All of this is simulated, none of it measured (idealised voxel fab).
process module | voxel air gaps
cross-section cut | 265 nm wide | cells 5 nm
A cross-section is a grid of square cells, given in bands from the top down. A band is one or more rows of cells.
Each band's line starts with the height of the band's top and of its bottom, in nm. Then come its materials from left to right, each with its width in nm. One material with "throughout" fills the band from edge to edge. "air" is empty space.
Height 0 is the level under which the wafer as received is all one material. The lowest band goes on downwards, as in "0 down".
A width such as "30 to 40" changes by the same amount from each row of cells to the next, from the band's top row to its bottom row.
"no change" after a step means that no cell of the cross-section changed.
closed voids: empty space of 8 cells or more with no open way to the top, each as width x height at its distance from the left edge, in nm
after a step's settings: what the simulator itself notes on the step
overlay nm, on a step with a mask: how far to the right of its planned place the mask lay; to the left if negative
plan
1 op RECEIVE | material Si
2 op CONFORMAL_DEP | material SiO2 | thk nm 10
3 op CONFORMAL_DEP | material SiCN | thk nm 5
4 op DIRECTIONAL_DEP | material lowk | thk nm 40
5 op PATTERN | tone open | mask id LINES | material resist | width nm 20 | pitch nm 45 | thk nm 15 | overlay nm 0
6 op DIRECTIONAL_ETCH | etch materials lowk | depth nm 40
7 op STRIP | etch materials resist
8 op CONFORMAL_DEP | material TiN | thk nm 5
9 op FILL_DEP | material W | thk nm 5
10 op CMP | height nm 55
11 op EPI | material Ru | thk nm 10
12 op SELECTIVE_ETCH | etch materials lowk | depth nm 50
13 op CONFORMAL_DEP | material SiCN | thk nm 5
as received, after step 1
  0 down: Si throughout
  closed voids: none
first wafer at the end, as planned
  70 to 65: air 40 | SiCN 185 | air 40
  65 to 55: air 40 | SiCN 5 | Ru 40 | SiCN 5 | Ru 40 | SiCN 5 | Ru 40 | SiCN 5 | Ru 40 | SiCN 5 | air 40
  55 to 50: air 40 | SiCN 15 | TiN 5 | W 10 | TiN 5 | SiCN 25 | TiN 5 | W 10 | TiN 5 | SiCN 25 | TiN 5 | W 10 | TiN 5 | SiCN 25 | TiN 5 | W 10 | TiN 5 | SiCN 15 | air 40
  50 to 20: air 50 | SiCN 5 | TiN 5 | W 10 | TiN 5 | SiCN 5 | air 15 | SiCN 5 | TiN 5 | W 10 | TiN 5 | SiCN 5 | air 15 | SiCN 5 | TiN 5 | W 10 | TiN 5 | SiCN 5 | air 15 | SiCN 5 | TiN 5 | W 10 | TiN 5 | SiCN 5 | air 50
  20 to 15: SiCN 55 | TiN 20 | SiCN 25 | TiN 20 | SiCN 25 | TiN 20 | SiCN 25 | TiN 20 | SiCN 55
  15 to 10: SiCN throughout
  10 to 0: SiO2 throughout
  0 down: Si throughout
  closed voids: 15 x 30 at 80; 15 x 30 at 125; 15 x 30 at 170
second wafer at the end: like start, like plan, one mistake
  70 to 65: air 35 | SiCN 195 | air 35
  65 to 55: air 35 | SiCN 5 | Ru 185 | SiCN 5 | air 35
  55 to 50: air 35 | SiCN 15 | TiN 5 | W 20 | TiN 5 | lowk 15 | TiN 5 | W 20 | TiN 5 | lowk 15 | TiN 5 | W 20 | TiN 5 | lowk 15 | TiN 5 | W 20 | TiN 5 | SiCN 15 | air 35
  50 to 20: air 45 | SiCN 5 | TiN 5 | W 20 | TiN 5 | lowk 15 | TiN 5 | W 20 | TiN 5 | lowk 15 | TiN 5 | W 20 | TiN 5 | lowk 15 | TiN 5 | W 20 | TiN 5 | SiCN 5 | air 45
  20 to 15: SiCN 50 | TiN 30 | lowk 15 | TiN 30 | lowk 15 | TiN 30 | lowk 15 | TiN 30 | SiCN 50
  15 to 10: SiCN throughout
  10 to 0: SiO2 throughout
  0 down: Si throughout
  closed voids: none
what went wrong: step 5 ran as: op PATTERN | tone open | mask id LINES | material resist | width nm 30 | pitch nm 45 | thk nm 15 | overlay nm 0
at the end the second wafer has, in cells: 10 more of Ru | 72 fewer of SiCN | 8 more of TiN | 56 more of W | 72 more of lowk
closed voids at the end (first wafer, second wafer): 3, 0
